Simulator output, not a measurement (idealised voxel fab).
Process module, titled voxel wiring stack
FYI the section here is cut, 235 nm wide, cells are 5 nm squares.
When this document writes out a cross-section, it uses a grid of square cells and lists it as bands, beginning at the top and moving down, with a band standing for one or more rows of cells.
What a band's entry tells you: where the top is and where the bottom is, as heights in nm, and after that what lies inside, material by material from left to right, each with its width in nm. Empty space is written as the word "empty", and a single material marked with the word "everywhere" occupies the band from edge to edge.
All heights in this document are referenced to 0, defined as the level beneath which the wafer, as received, consists entirely of one material. The lowest band is not bounded below; it extends indefinitely downward and is written in the form "from 0 down".
With a width like "30 to 40", each row of cells in the band differs from the next by the same amount, the top row carrying the first number and the bottom row the second.
Basically "nothing different" means that step didn't change any cell in the cross-section.
In "Unvented cavities" the enclosed voids are listed, meaning empty spaces of 8 cells or larger without any opening to the top. The form is width x height at distance, distance from the left edge, units nm.
Whatever follows a step's settings on its line is a remark the simulator itself makes about that step.
The setting "overlay nm" may be written on the line of a step. When the step uses a mask, the value reports how far to the right of the planned place the mask lay, and a negative value reports that it lay to the left.
**Steps in the process plan**
| 1 | RECEIVE | material Si |
| 2 | CONFORMAL_DEP | material SiO2 | thk nm 15 |
| 3 | CONFORMAL_DEP | material SiCN | thk nm 5 |
| 4 | DIRECTIONAL_DEP | material SiO2 | thk nm 20 |
| 5 | PATTERN | tone open | mask id METAL_1 | material resist | width nm 20 | pitch nm 40 | thk nm 20 | overlay nm 0 |
| 6 | DIRECTIONAL_ETCH | etch materials SiO2 | depth nm 20 |
| 7 | DIRECTIONAL_ETCH | etch materials SiCN | depth nm 5 |
| 8 | STRIP | etch materials resist |
| 9 | CONFORMAL_DEP | material TiN | thk nm 5 |
| 10 | FILL_DEP | material Ru | thk nm 10 |
| 11 | CMP | height nm 40 |
| 12 | EPI | material Ru | thk nm 5 |
| 13 | FILL_DEP | material SiCN | thk nm 5 |
| 14 | DIRECTIONAL_DEP | material lowk | thk nm 35 |
| 15 | DIRECTIONAL_DEP | material aC | thk nm 10 |
| 16 | PATTERN | tone open | mask id METAL_2 | material resist | width nm 20 | pitch nm 40 | thk nm 25 | overlay nm 0 |
| 17 | DIRECTIONAL_ETCH | etch materials aC | depth nm 10 |
| 18 | STRIP | etch materials resist |
| 19 | DIRECTIONAL_ETCH | etch materials lowk | depth nm 20 |
| 20 | STRIP | etch materials aC |
| 21 | PATTERN | tone open | mask id METAL_2_HOLES | material resist | width nm 15 | pitch nm 80 | thk nm 20 | overlay nm 0 |
| 22 | DIRECTIONAL_ETCH | etch materials lowk | depth nm 15 |
| 23 | DIRECTIONAL_ETCH | etch materials SiCN | depth nm 5 |
| 24 | STRIP | etch materials resist |
| 25 | CONFORMAL_DEP | material TiN | thk nm 5 |
| 26 | FILL_DEP | material Cu | thk nm 5 |
| 27 | CMP | height nm 85 |
| 28 | CONFORMAL_DEP | material SiCN | thk nm 5 |
| 29 | DIRECTIONAL_DEP | material lowk | thk nm 10 |
| 30 | MASKED_ETCH | tone open | mask id PLUG_2 | width nm 15 | pitch nm 40 | etch materials lowk | depth nm 10 | overlay nm 0 |
| 31 | MASKED_ETCH | tone open | mask id PLUG_2 | width nm 15 | pitch nm 40 | etch materials SiCN | depth nm 5 | overlay nm 0 |
| 32 | CONFORMAL_DEP | material TiN | thk nm 5 |
| 33 | FILL_DEP | material Ru | thk nm 10 |
| 34 | CMP | height nm 100 |
| 35 | DIRECTIONAL_DEP | material TiN | thk nm 5 |
| 36 | DIRECTIONAL_DEP | material Ru | thk nm 15 |
| 37 | MASKED_ETCH | tone cover | mask id METAL_3 | width nm 20 | pitch nm 40 | etch materials Ru | depth nm 15 | overlay nm 0 |
| 38 | MASKED_ETCH | tone cover | mask id METAL_3 | width nm 20 | pitch nm 40 | etch materials TiN | depth nm 5 | overlay nm 0 |
| 39 | FILL_DEP | material SiO2 | thk nm 10 |
| 40 | CMP | height nm 120 |
| 41 | CONFORMAL_DEP | material SiCN | thk nm 5 |
| 42 | DIRECTIONAL_DEP | material lowk | thk nm 10 |
| 43 | DIRECTIONAL_DEP | material aC | thk nm 15 |
| 44 | PATTERN | tone open | mask id PLUG_3 | material resist | width nm 15 | pitch nm 80 | thk nm 35 | overlay nm 0 |
| 45 | DIRECTIONAL_ETCH | etch materials aC | depth nm 15 |
| 46 | STRIP | etch materials resist |
| 47 | DIRECTIONAL_ETCH | etch materials lowk | depth nm 10 |
| 48 | DIRECTIONAL_ETCH | etch materials SiCN | depth nm 5 |
| 49 | STRIP | etch materials aC |
| 50 | CONFORMAL_DEP | material TiN | thk nm 5 |
| 51 | FILL_DEP | material Ru | thk nm 10 |
| 52 | CMP | height nm 135 |
| 53 | CONFORMAL_DEP | material SiCN | thk nm 5 |
| 54 | DIRECTIONAL_DEP | material SiO2 | thk nm 15 |
| 55 | PATTERN | tone open | mask id METAL_4 | material resist | width nm 20 | pitch nm 40 | thk nm 15 | overlay nm 0 |
| 56 | DIRECTIONAL_ETCH | etch materials SiO2 | depth nm 15 |
| 57 | DIRECTIONAL_ETCH | etch materials SiCN | depth nm 5 |
| 58 | STRIP | etch materials resist |
| 59 | CONFORMAL_DEP | material TiN | thk nm 5 |
| 60 | FILL_DEP | material Cu | thk nm 5 |
| 61 | CMP | height nm 155 |
| 62 | CONFORMAL_DEP | material SiN | thk nm 5 |
**Here's what the wafer looked like in cross-section when it arrived - that's after step 1**
* from 0 down | Si everywhere
* Unvented cavities: none
**End-of-module XS, first of two wafers, run as planned**
* from 160 to 155 | SiN everywhere
* from 155 to 140 | 45 SiO2  5 TiN  10 Cu  5 TiN  20 SiO2  5 TiN  10 Cu  5 TiN  20 SiO2  5 TiN  10 Cu  5 TiN  20 SiO2  5 TiN  10 Cu  5 TiN  50 SiO2
* from 140 to 135 | 45 SiCN  20 TiN  20 SiCN  20 TiN  20 SiCN  20 TiN  20 SiCN  20 TiN  50 SiCN
* from 135 to 125 | 45 lowk  5 TiN  5 Ru  5 TiN  65 lowk  5 TiN  5 Ru  5 TiN  95 lowk
* from 125 to 120 | 45 SiCN  15 TiN  65 SiCN  15 TiN  95 SiCN
* from 120 to 105 | 45 SiO2  20 Ru  20 SiO2  20 Ru  20 SiO2  20 Ru  20 SiO2  20 Ru  50 SiO2
* from 105 to 100 | 45 SiO2  20 TiN  20 SiO2  20 TiN  20 SiO2  20 TiN  20 SiO2  20 TiN  50 SiO2
* from 100 to 90 | 45 lowk  5 TiN  5 Ru  5 TiN  25 lowk  5 TiN  5 Ru  5 TiN  25 lowk  5 TiN  5 Ru  5 TiN  25 lowk  5 TiN  5 Ru  5 TiN  55 lowk
* from 90 to 85 | 45 SiCN  15 TiN  25 SiCN  15 TiN  25 SiCN  15 TiN  25 SiCN  15 TiN  55 SiCN
* from 85 to 70 | 45 lowk  5 TiN  10 Cu  5 TiN  20 lowk  5 TiN  10 Cu  5 TiN  20 lowk  5 TiN  10 Cu  5 TiN  20 lowk  5 TiN  10 Cu  5 TiN  50 lowk
* from 70 to 65 | 45 lowk  5 TiN  5 Cu  10 TiN  20 lowk  20 TiN  20 lowk  5 TiN  5 Cu  10 TiN  20 lowk  20 TiN  50 lowk
* from 65 to 50 | 45 lowk  5 TiN  5 Cu  5 TiN  65 lowk  5 TiN  5 Cu  5 TiN  95 lowk
* from 50 to 45 | 45 SiCN  15 TiN  65 SiCN  15 TiN  95 SiCN
* from 45 to 40 | 40 SiCN  30 Ru  10 SiCN  30 Ru  10 SiCN  30 Ru  10 SiCN  30 Ru  45 SiCN
* from 40 to 20 | 45 SiO2  5 TiN  10 Ru  5 TiN  20 SiO2  5 TiN  10 Ru  5 TiN  20 SiO2  5 TiN  10 Ru  5 TiN  20 SiO2  5 TiN  10 Ru  5 TiN  50 SiO2
* from 20 to 15 | 45 SiCN  20 TiN  20 SiCN  20 TiN  20 SiCN  20 TiN  20 SiCN  20 TiN  50 SiCN
* from 15 to 0 | SiO2 everywhere
* from 0 down | Si everywhere
* Unvented cavities: none
**So this is wafer number two of the two, cut at the end of the module - it started where the first did and had the same plan, we just got one thing wrong running it**
* from 160 to 155 | SiN everywhere
* from 155 to 150 | Cu everywhere
* from 150 to 145 | 50 TiN  10 Cu  30 TiN  10 Cu  30 TiN  10 Cu  30 TiN  10 Cu  55 TiN
* from 145 to 130 | 45 SiO2  5 TiN  10 Cu  5 TiN  20 SiO2  5 TiN  10 Cu  5 TiN  20 SiO2  5 TiN  10 Cu  5 TiN  20 SiO2  5 TiN  10 Cu  5 TiN  50 SiO2
* from 130 to 125 | 45 SiCN  20 TiN  20 SiCN  20 TiN  20 SiCN  20 TiN  20 SiCN  20 TiN  50 SiCN
* from 125 to 120 | 45 SiCN  15 TiN  65 SiCN  15 TiN  95 SiCN
* from 120 to 105 | 45 SiO2  20 Ru  20 SiO2  20 Ru  20 SiO2  20 Ru  20 SiO2  20 Ru  50 SiO2
* from 105 to 100 | 45 SiO2  20 TiN  20 SiO2  20 TiN  20 SiO2  20 TiN  20 SiO2  20 TiN  50 SiO2
* from 100 to 90 | 45 lowk  5 TiN  5 Ru  5 TiN  25 lowk  5 TiN  5 Ru  5 TiN  25 lowk  5 TiN  5 Ru  5 TiN  25 lowk  5 TiN  5 Ru  5 TiN  55 lowk
* from 90 to 85 | 45 SiCN  15 TiN  25 SiCN  15 TiN  25 SiCN  15 TiN  25 SiCN  15 TiN  55 SiCN
* from 85 to 70 | 45 lowk  5 TiN  10 Cu  5 TiN  20 lowk  5 TiN  10 Cu  5 TiN  20 lowk  5 TiN  10 Cu  5 TiN  20 lowk  5 TiN  10 Cu  5 TiN  50 lowk
* from 70 to 65 | 45 lowk  5 TiN  5 Cu  10 TiN  20 lowk  20 TiN  20 lowk  5 TiN  5 Cu  10 TiN  20 lowk  20 TiN  50 lowk
* from 65 to 50 | 45 lowk  5 TiN  5 Cu  5 TiN  65 lowk  5 TiN  5 Cu  5 TiN  95 lowk
* from 50 to 45 | 45 SiCN  15 TiN  65 SiCN  15 TiN  95 SiCN
* from 45 to 40 | 40 SiCN  30 Ru  10 SiCN  30 Ru  10 SiCN  30 Ru  10 SiCN  30 Ru  45 SiCN
* from 40 to 20 | 45 SiO2  5 TiN  10 Ru  5 TiN  20 SiO2  5 TiN  10 Ru  5 TiN  20 SiO2  5 TiN  10 Ru  5 TiN  20 SiO2  5 TiN  10 Ru  5 TiN  50 SiO2
* from 20 to 15 | 45 SiCN  20 TiN  20 SiCN  20 TiN  20 SiCN  20 TiN  20 SiCN  20 TiN  50 SiCN
* from 15 to 0 | SiO2 everywhere
* from 0 down | Si everywhere
* Unvented cavities: none
Finding, execution versus plan: in deviation from the planned setting, step 52 was conducted as CMP | height nm 125
Wafer comparison, final, in cells, second relative to first, materials more or fewer: Cu +55; Ru -4; TiN +31; lowk -82
